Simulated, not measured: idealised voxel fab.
Title: Process Module voxel gate over fins
Xsec cut, 220 nm wide, square cell size 5 nm.
Think of the cross-section as a grid of square cells. We describe it in bands, top to bottom, and each band covers one or more rows of those cells.
Top height, bottom height, nm. Materials left to right, width each, nm. Single material + "throughout" = fills band edge to edge. "empty" = empty.
We count height from 0. Below that, the starting wafer is all one material. The lowest band never ends at the bottom but goes on down; see "z 0 and below" for how that is written.
Width spec "30->40" -> top row of cells at first value, bottom row at second value, equal per-row change in between.
Any step labelled "nothing different" changed none of the cells in the cross-section.
Sealed cavities: empty space of 8 cells or more with no open way to the top, each as width x height at its distance from the left edge, in nm
What comes after the settings on a step's line is commentary from the simulator itself on that step.
overlay nm: where the mask lay relative to plan, measured to the right, on steps with a mask; negatives go left.
-- plan
| 1 | RECEIVE: material Si |
| 2 | CONFORMAL_DEP: material SiN, thk nm 5 |
| 3 | MASKED_ETCH: tone cover, mask id FINS, width nm 15, pitch nm 50, etch materials SiN, depth nm 5, overlay nm 0 |
| 4 | MASKED_ETCH: tone cover, mask id FINS, width nm 15, pitch nm 50, etch materials Si, depth nm 40, overlay nm 0 |
| 5 | FILL_DEP: material SiO2, thk nm 5 |
| 6 | CMP: height nm 5 |
| 7 | PATTERN: tone open, mask id RAIL, material resist, width nm 15, thk nm 15, overlay nm 0 |
| 8 | DIRECTIONAL_ETCH: etch materials SiO2, depth nm 40 |
| 9 | STRIP: etch materials resist |
| 10 | CONFORMAL_DEP: material TiN, thk nm 5 |
| 11 | FILL_DEP: material Ru, thk nm 10 |
| 12 | CMP: height nm 5 |
| 13 | SELECTIVE_ETCH: etch materials W Ru TiN, depth nm 30 |
| 14 | FILL_DEP: material SiO2, thk nm 5 |
| 15 | CMP: height nm 5 |
| 16 | SELECTIVE_ETCH: etch materials SiO2, depth nm 20 |
| 17 | STRIP: etch materials SiN |
| 18 | CONFORMAL_DEP: material HfO2, thk nm 5 |
| 19 | CONFORMAL_DEP: material TiN, thk nm 5 |
| 20 | CONFORMAL_DEP: material TiAl, thk nm 5 |
| 21 | CONFORMAL_DEP: material TiN, thk nm 5 |
| 22 | FILL_DEP: material W, thk nm 15 |
| 23 | CMP: height nm 30 |
| 24 | CONFORMAL_DEP: material SiN, thk nm 5 |
-- On the first of the two wafers: run conducted according to plan
-- Incoming wafer in cross-section (state: after step 1)
> z 0 and below: Si throughout
> Sealed cavities: none
-- You're looking at a cross-section of the wafer after step 2
> z 5 to 0: SiN throughout
> For the remainder of the cross-section, below 0, there is no change.
-- You're looking at a cross-section of the wafer after step 3
> z 5 to 0: empty 50; SiN 15; empty 35; SiN 15; empty 35; SiN 15; empty 55
> For the remainder of the cross-section, below 0, there is no change.
-- You're looking at a cross-section of the wafer after step 4
> z 5 to 0: empty 50; SiN 15; empty 35; SiN 15; empty 35; SiN 15; empty 55
> z 0 to -40: empty 50; Si 15; empty 35; Si 15; empty 35; Si 15; empty 55
> For the remainder of the cross-section, below -40, there is no change.
-- You're looking at a cross-section of the wafer after step 5
> z 10 to 5: SiO2 throughout
> z 5 to 0: SiO2 50; SiN 15; SiO2 35; SiN 15; SiO2 35; SiN 15; SiO2 55
> z 0 to -40: SiO2 50; Si 15; SiO2 35; Si 15; SiO2 35; Si 15; SiO2 55
> For the remainder of the cross-section, below -40, there is no change.
-- You're looking at a cross-section of the wafer after step 6
> z 5 to 0: SiO2 50; SiN 15; SiO2 35; SiN 15; SiO2 35; SiN 15; SiO2 55
> For the remainder of the cross-section, below 0, there is no change.
-- You're looking at a cross-section of the wafer after step 7
> z 20 to 5: resist 75; empty 15; resist 130
> For the remainder of the cross-section, below 5, there is no change.
-- You're looking at a cross-section of the wafer after step 8
> z 20 to 5: resist 75; empty 15; resist 130
> z 5 to 0: SiO2 50; SiN 15; SiO2 10; empty 15; SiO2 10; SiN 15; SiO2 35; SiN 15; SiO2 55
> z 0 to -35: SiO2 50; Si 15; SiO2 10; empty 15; SiO2 10; Si 15; SiO2 35; Si 15; SiO2 55
> For the remainder of the cross-section, below -35, there is no change.
-- You're looking at a cross-section of the wafer after step 9
> z 5 to 0: SiO2 50; SiN 15; SiO2 10; empty 15; SiO2 10; SiN 15; SiO2 35; SiN 15; SiO2 55
> For the remainder of the cross-section, below 0, there is no change.
-- You're looking at a cross-section of the wafer after step 10
> z 10 to 5: TiN 80; empty 5; TiN 135
> z 5 to 0: SiO2 50; SiN 15; SiO2 10; TiN 5; empty 5; TiN 5; SiO2 10; SiN 15; SiO2 35; SiN 15; SiO2 55
> z 0 to -30: SiO2 50; Si 15; SiO2 10; TiN 5; empty 5; TiN 5; SiO2 10; Si 15; SiO2 35; Si 15; SiO2 55
> z -30 to -35: SiO2 50; Si 15; SiO2 10; TiN 15; SiO2 10; Si 15; SiO2 35; Si 15; SiO2 55
> For the remainder of the cross-section, below -35, there is no change.
-- You're looking at a cross-section of the wafer after step 11
> z 20 to 10: Ru throughout
> z 10 to 5: TiN 80; Ru 5; TiN 135
> z 5 to 0: SiO2 50; SiN 15; SiO2 10; TiN 5; Ru 5; TiN 5; SiO2 10; SiN 15; SiO2 35; SiN 15; SiO2 55
> z 0 to -30: SiO2 50; Si 15; SiO2 10; TiN 5; Ru 5; TiN 5; SiO2 10; Si 15; SiO2 35; Si 15; SiO2 55
> For the remainder of the cross-section, below -30, there is no change.
-- You're looking at a cross-section of the wafer after step 12
> z 5 to 0: SiO2 50; SiN 15; SiO2 10; TiN 5; Ru 5; TiN 5; SiO2 10; SiN 15; SiO2 35; SiN 15; SiO2 55
> For the remainder of the cross-section, below 0, there is no change.
-- You're looking at a cross-section of the wafer after step 13
> z 5 to 0: SiO2 50; SiN 15; SiO2 10; empty 15; SiO2 10; SiN 15; SiO2 35; SiN 15; SiO2 55
> z 0 to -25: SiO2 50; Si 15; SiO2 10; empty 15; SiO2 10; Si 15; SiO2 35; Si 15; SiO2 55
> For the remainder of the cross-section, below -25, there is no change.
-- You're looking at a cross-section of the wafer after step 14
> z 10 to 5: SiO2 throughout
> z 5 to 0: SiO2 50; SiN 15; SiO2 35; SiN 15; SiO2 35; SiN 15; SiO2 55
> z 0 to -25: SiO2 50; Si 15; SiO2 35; Si 15; SiO2 35; Si 15; SiO2 55
> For the remainder of the cross-section, below -25, there is no change.
-- You're looking at a cross-section of the wafer after step 15
> z 5 to 0: SiO2 50; SiN 15; SiO2 35; SiN 15; SiO2 35; SiN 15; SiO2 55
> For the remainder of the cross-section, below 0, there is no change.
-- You're looking at a cross-section of the wafer after step 16
> z 5 to 0: empty 50; SiN 15; empty 35; SiN 15; empty 35; SiN 15; empty 55
> z 0 to -15: empty 50; Si 15; empty 35; Si 15; empty 35; Si 15; empty 55
> For the remainder of the cross-section, below -15, there is no change.
-- You're looking at a cross-section of the wafer after step 17
> z 0 to -15: empty 50; Si 15; empty 35; Si 15; empty 35; Si 15; empty 55
> For the remainder of the cross-section, below -15, there is no change.
-- You're looking at a cross-section of the wafer after step 18
> z 5 to 0: empty 45; HfO2 25; empty 25; HfO2 25; empty 25; HfO2 25; empty 50
> z 0 to -10: empty 45; HfO2 5; Si 15; HfO2 5; empty 25; HfO2 5; Si 15; HfO2 5; empty 25; HfO2 5; Si 15; HfO2 5; empty 50
> z -10 to -15: HfO2 50; Si 15; HfO2 35; Si 15; HfO2 35; Si 15; HfO2 55
> For the remainder of the cross-section, below -15, there is no change.
-- You're looking at a cross-section of the wafer after step 19
> z 10 to 5: empty 40; TiN 35; empty 15; TiN 35; empty 15; TiN 35; empty 45
> z 5 to 0: empty 40; TiN 5; HfO2 25; TiN 5; empty 15; TiN 5; HfO2 25; TiN 5; empty 15; TiN 5; HfO2 25; TiN 5; empty 45
> z 0 to -5: empty 40; TiN 5; HfO2 5; Si 15; HfO2 5; TiN 5; empty 15; TiN 5; HfO2 5; Si 15; HfO2 5; TiN 5; empty 15; TiN 5; HfO2 5; Si 15; HfO2 5; TiN 5; empty 45
> z -5 to -10: TiN 45; HfO2 5; Si 15; HfO2 5; TiN 25; HfO2 5; Si 15; HfO2 5; TiN 25; HfO2 5; Si 15; HfO2 5; TiN 50
> For the remainder of the cross-section, below -10, there is no change.
-- You're looking at a cross-section of the wafer after step 20
> z 15 to 10: empty 35; TiAl 45; empty 5; TiAl 45; empty 5; TiAl 45; empty 40
> z 10 to 5: empty 35; TiAl 5; TiN 35; TiAl 5; empty 5; TiAl 5; TiN 35; TiAl 5; empty 5; TiAl 5; TiN 35; TiAl 5; empty 40
> z 5 to 0: empty 35; TiAl 5; TiN 5; HfO2 25; TiN 5; TiAl 5; empty 5; TiAl 5; TiN 5; HfO2 25; TiN 5; TiAl 5; empty 5; TiAl 5; TiN 5; HfO2 25; TiN 5; TiAl 5; empty 40
> z 0 to -5: TiAl 40; TiN 5; HfO2 5; Si 15; HfO2 5; TiN 5; TiAl 15; TiN 5; HfO2 5; Si 15; HfO2 5; TiN 5; TiAl 15; TiN 5; HfO2 5; Si 15; HfO2 5; TiN 5; TiAl 45
> For the remainder of the cross-section, below -5, there is no change.
-- You're looking at a cross-section of the wafer after step 21
> z 20 to 15: empty 30; TiN 155; empty 35
> z 15 to 10: empty 30; TiN 5; TiAl 45; TiN 5; TiAl 45; TiN 5; TiAl 45; TiN 5; empty 35
> z 10 to 5: empty 30; TiN 5; TiAl 5; TiN 35; TiAl 5; TiN 5; TiAl 5; TiN 35; TiAl 5; TiN 5; TiAl 5; TiN 35; TiAl 5; TiN 5; empty 35
> z 5 to 0: TiN 35; TiAl 5; TiN 5; HfO2 25; TiN 5; TiAl 5; TiN 5; TiAl 5; TiN 5; HfO2 25; TiN 5; TiAl 5; TiN 5; TiAl 5; TiN 5; HfO2 25; TiN 5; TiAl 5; TiN 40
> For the remainder of the cross-section, below 0, there is no change.
-- You're looking at a cross-section of the wafer after step 22
> z 35 to 20: W throughout
> z 20 to 15: W 30; TiN 155; W 35
> z 15 to 10: W 30; TiN 5; TiAl 45; TiN 5; TiAl 45; TiN 5; TiAl 45; TiN 5; W 35
> z 10 to 5: W 30; TiN 5; TiAl 5; TiN 35; TiAl 5; TiN 5; TiAl 5; TiN 35; TiAl 5; TiN 5; TiAl 5; TiN 35; TiAl 5; TiN 5; W 35
> For the remainder of the cross-section, below 5, there is no change.
-- You're looking at a cross-section of the wafer after step 23
> z 30 to 20: W throughout
> For the remainder of the cross-section, below 20, there is no change.
-- You're looking at a cross-section of the wafer after step 24
> z 35 to 30: SiN throughout
> For the remainder of the cross-section, below 30, there is no change.
-- Second wafer - shared start and plan with the first - one error in running - same as the first up to step 4 inclusive
-- X-section, second wafer, when step 5 was due to finish
> z 10 to 5: TiAl throughout
> z 5 to 0: TiAl 50; SiN 15; TiAl 35; SiN 15; TiAl 35; SiN 15; TiAl 55
> z 0 to -40: TiAl 50; Si 15; TiAl 35; Si 15; TiAl 35; Si 15; TiAl 55
> For the remainder of the cross-section, below -40, there is no change.
-- X-section, second wafer, when step 6 was due to finish
> z 5 to 0: TiAl 50; SiN 15; TiAl 35; SiN 15; TiAl 35; SiN 15; TiAl 55
> For the remainder of the cross-section, below 0, there is no change.
-- X-section, second wafer, when step 7 was due to finish
> z 20 to 5: resist 75; empty 15; resist 130
> For the remainder of the cross-section, below 5, there is no change.
X-section, second wafer, when step 8 was due to finish: nothing different
-- X-section, second wafer, when step 9 was due to finish
> z 5 to 0: TiAl 50; SiN 15; TiAl 35; SiN 15; TiAl 35; SiN 15; TiAl 55
> For the remainder of the cross-section, below 0, there is no change.
-- X-section, second wafer, when step 10 was due to finish
> z 10 to 5: TiN throughout
> For the remainder of the cross-section, below 5, there is no change.
-- X-section, second wafer, when step 11 was due to finish
> z 20 to 10: Ru throughout
> For the remainder of the cross-section, below 10, there is no change.
-- X-section, second wafer, when step 12 was due to finish
> z 5 to 0: TiAl 50; SiN 15; TiAl 35; SiN 15; TiAl 35; SiN 15; TiAl 55
> For the remainder of the cross-section, below 0, there is no change.
X-section, second wafer, when step 13 was due to finish: nothing different
-- X-section, second wafer, when step 14 was due to finish
> z 10 to 5: SiO2 throughout
> For the remainder of the cross-section, below 5, there is no change.
-- X-section, second wafer, when step 15 was due to finish
> z 5 to 0: TiAl 50; SiN 15; TiAl 35; SiN 15; TiAl 35; SiN 15; TiAl 55
> For the remainder of the cross-section, below 0, there is no change.
X-section, second wafer, when step 16 was due to finish: nothing different
-- X-section, second wafer, when step 17 was due to finish
> z 5 to 0: TiAl 50; empty 15; TiAl 35; empty 15; TiAl 35; empty 15; TiAl 55
> For the remainder of the cross-section, below 0, there is no change.
-- X-section, second wafer, when step 18 was due to finish
> z 10 to 5: HfO2 55; empty 5; HfO2 45; empty 5; HfO2 45; empty 5; HfO2 60
> z 5 to 0: TiAl 50; HfO2 15; TiAl 35; HfO2 15; TiAl 35; HfO2 15; TiAl 55
> For the remainder of the cross-section, below 0, there is no change.
-- X-section, second wafer, when step 19 was due to finish
> z 15 to 10: TiN throughout
> z 10 to 5: HfO2 55; TiN 5; HfO2 45; TiN 5; HfO2 45; TiN 5; HfO2 60
> For the remainder of the cross-section, below 5, there is no change.
-- X-section, second wafer, when step 20 was due to finish
> z 20 to 15: TiAl throughout
> For the remainder of the cross-section, below 15, there is no change.
-- X-section, second wafer, when step 21 was due to finish
> z 25 to 20: TiN throughout
> For the remainder of the cross-section, below 20, there is no change.
-- X-section, second wafer, when step 22 was due to finish
> z 40 to 25: W throughout
> For the remainder of the cross-section, below 25, there is no change.
-- X-section, second wafer, when step 23 was due to finish
> z 30 to 25: W throughout
> For the remainder of the cross-section, below 25, there is no change.
-- X-section, second wafer, when step 24 was due to finish
> z 35 to 30: SiN throughout
> For the remainder of the cross-section, below 30, there is no change.
Misprocessing identified: note that step 5 departed from the planned setting and was carried out as FILL_DEP: material TiAl, thk nm 5
It is noted that, at the conclusion of processing, the second wafer exhibits a higher or lower cell count for certain materials relative to the first: -12 HfO2, -1 Ru, -169 SiO2, +297 TiAl, -32 TiN, -83 W
